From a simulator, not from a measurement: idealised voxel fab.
Process module heading - voxel ribs on slabs
Each square cell in cross-section cut measures 5 nm, and the section as a whole is 285 nm wide.
Each cross-section below is a grid of square cells, stated as bands in top-down order, with one or more rows of cells making up each band. Top, bottom (nm), then materials left to right with widths (nm); lone material tagged "edge to edge" fills the whole band edge to edge; "empty" = empty space. Note: height 0 marks the level under which the wafer is uniformly one material as received. Lowest band unbounded below, written "z 0 and below". A width given as "30 to 40" starts at the first number in the band's top row and ends at the second number in its bottom row, shifting by an equal amount at every step from row to row. "no change" means the step left every cell of the cross-section as it was. Empty spaces without an open route to the top, at least 8 cells in extent, make up the entry "Enclosed internal cavities"; each is given as width x height at distance, where the distance is measured from the left edge, and all are in nm. Read whatever lies past the settings on a step's line as the simulator's own remark about the step. The line of a step may include "overlay nm". On a step with a mask, this value is how far to the right of its planned place the mask lay. A negative value means the mask lay to the left.

[Intended process steps]
1 RECEIVE (material Si)
2 DIRECTIONAL_DEP (material SiO2; thk nm 25)
3 DIRECTIONAL_DEP (material SiN; thk nm 15)
4 PATTERN (tone cover; mask id RIB; material resist; width nm 30; thk nm 15; overlay nm 0)
5 DIRECTIONAL_ETCH (etch materials SiN; depth nm 10)
6 STRIP (etch materials resist)
7 MASKED_ETCH (tone cover; mask id SLAB; width nm 70; etch materials SiN; depth nm 5; overlay nm 0)
8 FILL_DEP (material SiO2; thk nm 25)
9 CMP (height nm 60)
10 DIRECTIONAL_DEP (material TiN; thk nm 10)
11 DIRECTIONAL_DEP (material aC; thk nm 10)
12 PATTERN (tone cover; mask id HEATER; material resist; width nm 40; thk nm 30; overlay nm 0)
13 DIRECTIONAL_ETCH (etch materials aC; depth nm 10)
14 STRIP (etch materials resist)
15 DIRECTIONAL_ETCH (etch materials TiN; depth nm 10)
16 STRIP (etch materials aC)
17 CONFORMAL_DEP (material SiN; thk nm 5)

[Of two wafers, the first: run according to plan]

[So this is the incoming wafer in cross-section - it's already been through step 1]
    z 0 and below: Si edge to edge
    Enclosed internal cavities: none

[Upon completion of step 2, the wafer appears in cross-section as shown]
    z 25 to 0: SiO2 edge to edge
    For the remainder of the cross-section, below 0, there is no change.

[Upon completion of step 3, the wafer appears in cross-section as shown]
    z 40 to 25: SiN edge to edge
    For the remainder of the cross-section, below 25, there is no change.

[Upon completion of step 4, the wafer appears in cross-section as shown]
    z 55 to 40: empty: 125  resist: 30  empty: 130
    For the remainder of the cross-section, below 40, there is no change.

[Upon completion of step 5, the wafer appears in cross-section as shown]
    z 55 to 40: empty: 125  resist: 30  empty: 130
    z 40 to 30: empty: 125  SiN: 30  empty: 130
    For the remainder of the cross-section, below 30, there is no change.

[Upon completion of step 6, the wafer appears in cross-section as shown]
    z 40 to 30: empty: 125  SiN: 30  empty: 130
    For the remainder of the cross-section, below 30, there is no change.

[Upon completion of step 7, the wafer appears in cross-section as shown]
    z 40 to 30: empty: 125  SiN: 30  empty: 130
    z 30 to 25: empty: 105  SiN: 70  empty: 110
    For the remainder of the cross-section, below 25, there is no change.

[Upon completion of step 8, the wafer appears in cross-section as shown]
    z 65 to 40: SiO2 edge to edge
    z 40 to 30: SiO2: 125  SiN: 30  SiO2: 130
    z 30 to 25: SiO2: 105  SiN: 70  SiO2: 110
    For the remainder of the cross-section, below 25, there is no change.

[Upon completion of step 9, the wafer appears in cross-section as shown]
    z 60 to 40: SiO2 edge to edge
    For the remainder of the cross-section, below 40, there is no change.

[Upon completion of step 10, the wafer appears in cross-section as shown]
    z 70 to 60: TiN edge to edge
    For the remainder of the cross-section, below 60, there is no change.

[Upon completion of step 11, the wafer appears in cross-section as shown]
    z 80 to 70: aC edge to edge
    For the remainder of the cross-section, below 70, there is no change.

[Upon completion of step 12, the wafer appears in cross-section as shown]
    z 110 to 80: empty: 120  resist: 40  empty: 125
    For the remainder of the cross-section, below 80, there is no change.

[Upon completion of step 13, the wafer appears in cross-section as shown]
    z 100 to 80: empty: 120  resist: 40  empty: 125
    z 80 to 70: empty: 120  aC: 40  empty: 125
    For the remainder of the cross-section, below 70, there is no change.

[Upon completion of step 14, the wafer appears in cross-section as shown]
    z 80 to 70: empty: 120  aC: 40  empty: 125
    For the remainder of the cross-section, below 70, there is no change.

[Upon completion of step 15, the wafer appears in cross-section as shown]
    z 80 to 70: empty: 120  aC: 40  empty: 125
    z 70 to 60: empty: 120  TiN: 40  empty: 125
    For the remainder of the cross-section, below 60, there is no change.

[Upon completion of step 16, the wafer appears in cross-section as shown]
    z 70 to 60: empty: 120  TiN: 40  empty: 125
    For the remainder of the cross-section, below 60, there is no change.

[Upon completion of step 17, the wafer appears in cross-section as shown]
    z 75 to 70: empty: 115  SiN: 50  empty: 120
    z 70 to 65: empty: 115  SiN: 5  TiN: 40  SiN: 5  empty: 120
    z 65 to 60: SiN: 120  TiN: 40  SiN: 125
    For the remainder of the cross-section, below 60, there is no change.

[second wafer: like start, like plan, one mistake. Through step 6 it matches the first wafer]

[The second wafer in cross-section, at the planned close of step 7]
    z 35 to 30: empty: 125  SiN: 30  empty: 130
    z 30 to 25: SiN: 105  empty: 20  SiN: 30  empty: 20  SiN: 110
    For the remainder of the cross-section, below 25, there is no change.

[The second wafer in cross-section, at the planned close of step 8]
    z 60 to 35: SiO2 edge to edge
    z 35 to 30: SiO2: 125  SiN: 30  SiO2: 130
    z 30 to 25: SiN: 105  SiO2: 20  SiN: 30  SiO2: 20  SiN: 110
    For the remainder of the cross-section, below 25, there is no change.

The second wafer in cross-section, at the planned close of step 9: no change

[The second wafer in cross-section, at the planned close of step 10]
    z 70 to 60: TiN edge to edge
    For the remainder of the cross-section, below 60, there is no change.

[The second wafer in cross-section, at the planned close of step 11]
    z 80 to 70: aC edge to edge
    For the remainder of the cross-section, below 70, there is no change.

[The second wafer in cross-section, at the planned close of step 12]
    z 110 to 80: empty: 120  resist: 40  empty: 125
    For the remainder of the cross-section, below 80, there is no change.

[The second wafer in cross-section, at the planned close of step 13]
    z 100 to 80: empty: 120  resist: 40  empty: 125
    z 80 to 70: empty: 120  aC: 40  empty: 125
    For the remainder of the cross-section, below 70, there is no change.

[The second wafer in cross-section, at the planned close of step 14]
    z 80 to 70: empty: 120  aC: 40  empty: 125
    For the remainder of the cross-section, below 70, there is no change.

[The second wafer in cross-section, at the planned close of step 15]
    z 80 to 70: empty: 120  aC: 40  empty: 125
    z 70 to 60: empty: 120  TiN: 40  empty: 125
    For the remainder of the cross-section, below 60, there is no change.

[The second wafer in cross-section, at the planned close of step 16]
    z 70 to 60: empty: 120  TiN: 40  empty: 125
    For the remainder of the cross-section, below 60, there is no change.

[The second wafer in cross-section, at the planned close of step 17]
    z 75 to 70: empty: 115  SiN: 50  empty: 120
    z 70 to 65: empty: 115  SiN: 5  TiN: 40  SiN: 5  empty: 120
    z 65 to 60: SiN: 120  TiN: 40  SiN: 125
    For the remainder of the cross-section, below 60, there is no change.
Which mistake was made when the wafer was run? step 7, actual vs plan mismatch, actual run MASKED_ETCH (tone open; mask id SLAB; width nm 70; etch materials SiN; depth nm 5; overlay nm 0)
Wafer comparison, final, in cells, second relative to first, materials more or fewer: SiN: 29 more, SiO2: 29 fewer
